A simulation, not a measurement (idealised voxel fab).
You're looking at the process module voxel quadruple lines.
The cross-section shown here is cut; it is 195 nm wide and divided into square cells measuring 5 nm on a side.
Bands, listed from the top down, are how a cross-section gets written in this document; the cross-section itself is a grid of square cells, and a band is one or more rows of them.
First you get the band's top height and its bottom height, in nm, and then the materials it's made of, left to right, with each width in nm. If you see a single material with "all across", that one covers the band edge to edge. "air" is empty space.
Below 0: as-received wafer, all one material; heights counted from there. Lowest band: no bottom, goes on down, written "from 0 down".
Read "30..40" as a graded width: first number on top, second number at the bottom, same change between each pair of neighbouring rows.
"nothing altered" means the step left every cell of the cross-section as it was.
"Sealed internal voids" - sealed voids, min. 8 cells, no opening to top; format: width x height at distance (distance from left edge; nm throughout).
Whatever follows a step's settings on its line is a remark the simulator itself makes about that step.
A step line may carry the setting "overlay nm", which, for steps involving a mask, states the distance by which the mask lay to the right of its intended position; negative values denote displacement to the left.
### List of planned process steps
1: RECEIVE | material Si
2: CONFORMAL_DEP | material Al2O3 | thk nm 5
3: DIRECTIONAL_DEP | material W | thk nm 10
4: DIRECTIONAL_DEP | material polySi | thk nm 15
5: DIRECTIONAL_DEP | material aC | thk nm 25
6: PATTERN | tone cover | mask id MANDREL | material resist | width nm 25 | thk nm 35 | overlay nm 0
7: DIRECTIONAL_ETCH | etch materials aC | depth nm 25
8: STRIP | etch materials resist
9: CONFORMAL_DEP | material SiO2 | thk nm 15
10: DIRECTIONAL_ETCH | etch materials SiO2 | depth nm 15
11: STRIP | etch materials aC
12: DIRECTIONAL_ETCH | etch materials polySi | depth nm 15
13: STRIP | etch materials SiO2
14: CONFORMAL_DEP | material SiCN | thk nm 5
15: DIRECTIONAL_ETCH | etch materials SiCN | depth nm 5
16: STRIP | etch materials polySi
17: DIRECTIONAL_ETCH | etch materials W | depth nm 10
18: STRIP | etch materials SiCN
19: FILL_DEP | material SiO2 | thk nm 5
20: CMP | height nm 15
### Run as planned: first of two wafers
### Cross-section of the wafer as it came to us, i.e., already through step 1
	from 0 down: Si all across
	Sealed internal voids: none
### Take a look at the wafer's cross-section after step 2
	from 5 to 0: Al2O3 all across
	For the remainder of the cross-section, below 0, there is no change.
### Take a look at the wafer's cross-section after step 3
	from 15 to 5: W all across
	For the remainder of the cross-section, below 5, there is no change.
### Take a look at the wafer's cross-section after step 4
	from 30 to 15: polySi all across
	For the remainder of the cross-section, below 15, there is no change.
### Take a look at the wafer's cross-section after step 5
	from 55 to 30: aC all across
	For the remainder of the cross-section, below 30, there is no change.
### Take a look at the wafer's cross-section after step 6
	from 90 to 55: air (85), then resist (25), then air (85)
	For the remainder of the cross-section, below 55, there is no change.
### Take a look at the wafer's cross-section after step 7
	from 65 to 55: air (85), then resist (25), then air (85)
	from 55 to 30: air (85), then aC (25), then air (85)
	For the remainder of the cross-section, below 30, there is no change.
### Take a look at the wafer's cross-section after step 8
	from 55 to 30: air (85), then aC (25), then air (85)
	For the remainder of the cross-section, below 30, there is no change.
### Take a look at the wafer's cross-section after step 9
	from 70 to 55: air (70), then SiO2 (55), then air (70)
	from 55 to 45: air (70), then SiO2 (15), then aC (25), then SiO2 (15), then air (70)
	from 45 to 30: SiO2 (85), then aC (25), then SiO2 (85)
	For the remainder of the cross-section, below 30, there is no change.
### Take a look at the wafer's cross-section after step 10
	from 55 to 30: air (70), then SiO2 (15), then aC (25), then SiO2 (15), then air (70)
	For the remainder of the cross-section, below 30, there is no change.
### Take a look at the wafer's cross-section after step 11
	from 55 to 30: air (70), then SiO2 (15), then air (25), then SiO2 (15), then air (70)
	For the remainder of the cross-section, below 30, there is no change.
### Take a look at the wafer's cross-section after step 12
	from 55 to 30: air (70), then SiO2 (15), then air (25), then SiO2 (15), then air (70)
	from 30 to 15: air (70), then polySi (15), then air (25), then polySi (15), then air (70)
	For the remainder of the cross-section, below 15, there is no change.
### Take a look at the wafer's cross-section after step 13
	from 30 to 15: air (70), then polySi (15), then air (25), then polySi (15), then air (70)
	For the remainder of the cross-section, below 15, there is no change.
### Take a look at the wafer's cross-section after step 14
	from 35 to 30: air (65), then SiCN (25), then air (15), then SiCN (25), then air (65)
	from 30 to 20: air (65), then SiCN (5), then polySi (15), then SiCN (5), then air (15), then SiCN (5), then polySi (15), then SiCN (5), then air (65)
	from 20 to 15: SiCN (70), then polySi (15), then SiCN (25), then polySi (15), then SiCN (70)
	For the remainder of the cross-section, below 15, there is no change.
### Take a look at the wafer's cross-section after step 15
	from 30 to 15: air (65), then SiCN (5), then polySi (15), then SiCN (5), then air (15), then SiCN (5), then polySi (15), then SiCN (5), then air (65)
	For the remainder of the cross-section, below 15, there is no change.
### Take a look at the wafer's cross-section after step 16
	from 30 to 15: air (65), then SiCN (5), then air (15), then SiCN (5), then air (15), then SiCN (5), then air (15), then SiCN (5), then air (65)
	For the remainder of the cross-section, below 15, there is no change.
### Take a look at the wafer's cross-section after step 17
	from 30 to 15: air (65), then SiCN (5), then air (15), then SiCN (5), then air (15), then SiCN (5), then air (15), then SiCN (5), then air (65)
	from 15 to 5: air (65), then W (5), then air (15), then W (5), then air (15), then W (5), then air (15), then W (5), then air (65)
	For the remainder of the cross-section, below 5, there is no change.
### Take a look at the wafer's cross-section after step 18
	from 15 to 5: air (65), then W (5), then air (15), then W (5), then air (15), then W (5), then air (15), then W (5), then air (65)
	For the remainder of the cross-section, below 5, there is no change.
### Take a look at the wafer's cross-section after step 19
	from 20 to 15: SiO2 all across
	from 15 to 5: SiO2 (65), then W (5), then SiO2 (15), then W (5), then SiO2 (15), then W (5), then SiO2 (15), then W (5), then SiO2 (65)
	For the remainder of the cross-section, below 5, there is no change.
### Take a look at the wafer's cross-section after step 20
	from 15 to 5: SiO2 (65), then W (5), then SiO2 (15), then W (5), then SiO2 (15), then W (5), then SiO2 (15), then W (5), then SiO2 (65)
	For the remainder of the cross-section, below 5, there is no change.
### Wafer two. Same start, same plan, one slip in execution. Same as wafer one through step 5, inclusive
### Cross-section, second wafer, at the end time the plan gives for step 6
	from 90 to 55: resist (85), then air (25), then resist (85)
	For the remainder of the cross-section, below 55, there is no change.
### Cross-section, second wafer, at the end time the plan gives for step 7
	from 65 to 55: resist (85), then air (25), then resist (85)
	from 55 to 30: aC (85), then air (25), then aC (85)
	For the remainder of the cross-section, below 30, there is no change.
### Cross-section, second wafer, at the end time the plan gives for step 8
	from 55 to 30: aC (85), then air (25), then aC (85)
	For the remainder of the cross-section, below 30, there is no change.
### Cross-section, second wafer, at the end time the plan gives for step 9
	from 70 to 55: SiO2 all across
	from 55 to 30: aC (85), then SiO2 (25), then aC (85)
	For the remainder of the cross-section, below 30, there is no change.
### Cross-section, second wafer, at the end time the plan gives for step 10
	from 55 to 30: aC (85), then SiO2 (25), then aC (85)
	For the remainder of the cross-section, below 30, there is no change.
### Cross-section, second wafer, at the end time the plan gives for step 11
	from 55 to 30: air (85), then SiO2 (25), then air (85)
	For the remainder of the cross-section, below 30, there is no change.
### Cross-section, second wafer, at the end time the plan gives for step 12
	from 55 to 30: air (85), then SiO2 (25), then air (85)
	from 30 to 15: air (85), then polySi (25), then air (85)
	For the remainder of the cross-section, below 15, there is no change.
### Cross-section, second wafer, at the end time the plan gives for step 13
	from 30 to 15: air (85), then polySi (25), then air (85)
	For the remainder of the cross-section, below 15, there is no change.
### Cross-section, second wafer, at the end time the plan gives for step 14
	from 35 to 30: air (80), then SiCN (35), then air (80)
	from 30 to 20: air (80), then SiCN (5), then polySi (25), then SiCN (5), then air (80)
	from 20 to 15: SiCN (85), then polySi (25), then SiCN (85)
	For the remainder of the cross-section, below 15, there is no change.
### Cross-section, second wafer, at the end time the plan gives for step 15
	from 30 to 15: air (80), then SiCN (5), then polySi (25), then SiCN (5), then air (80)
	For the remainder of the cross-section, below 15, there is no change.
### Cross-section, second wafer, at the end time the plan gives for step 16
	from 30 to 15: air (80), then SiCN (5), then air (25), then SiCN (5), then air (80)
	For the remainder of the cross-section, below 15, there is no change.
### Cross-section, second wafer, at the end time the plan gives for step 17
	from 30 to 15: air (80), then SiCN (5), then air (25), then SiCN (5), then air (80)
	from 15 to 5: air (80), then W (5), then air (25), then W (5), then air (80)
	For the remainder of the cross-section, below 5, there is no change.
### Cross-section, second wafer, at the end time the plan gives for step 18
	from 15 to 5: air (80), then W (5), then air (25), then W (5), then air (80)
	For the remainder of the cross-section, below 5, there is no change.
### Cross-section, second wafer, at the end time the plan gives for step 19
	from 20 to 15: SiO2 all across
	from 15 to 5: SiO2 (80), then W (5), then SiO2 (25), then W (5), then SiO2 (80)
	For the remainder of the cross-section, below 5, there is no change.
### Cross-section, second wafer, at the end time the plan gives for step 20
	from 15 to 5: SiO2 (80), then W (5), then SiO2 (25), then W (5), then SiO2 (80)
	For the remainder of the cross-section, below 5, there is no change.
Diagnosis: step 6 was processed under conditions differing from the plan, specifically as PATTERN | tone open | mask id MANDREL | material resist | width nm 25 | thk nm 35 | overlay nm 0
End of process, cell counts, second wafer against first, materials with more or fewer: 4 more of SiO2, 4 fewer of W
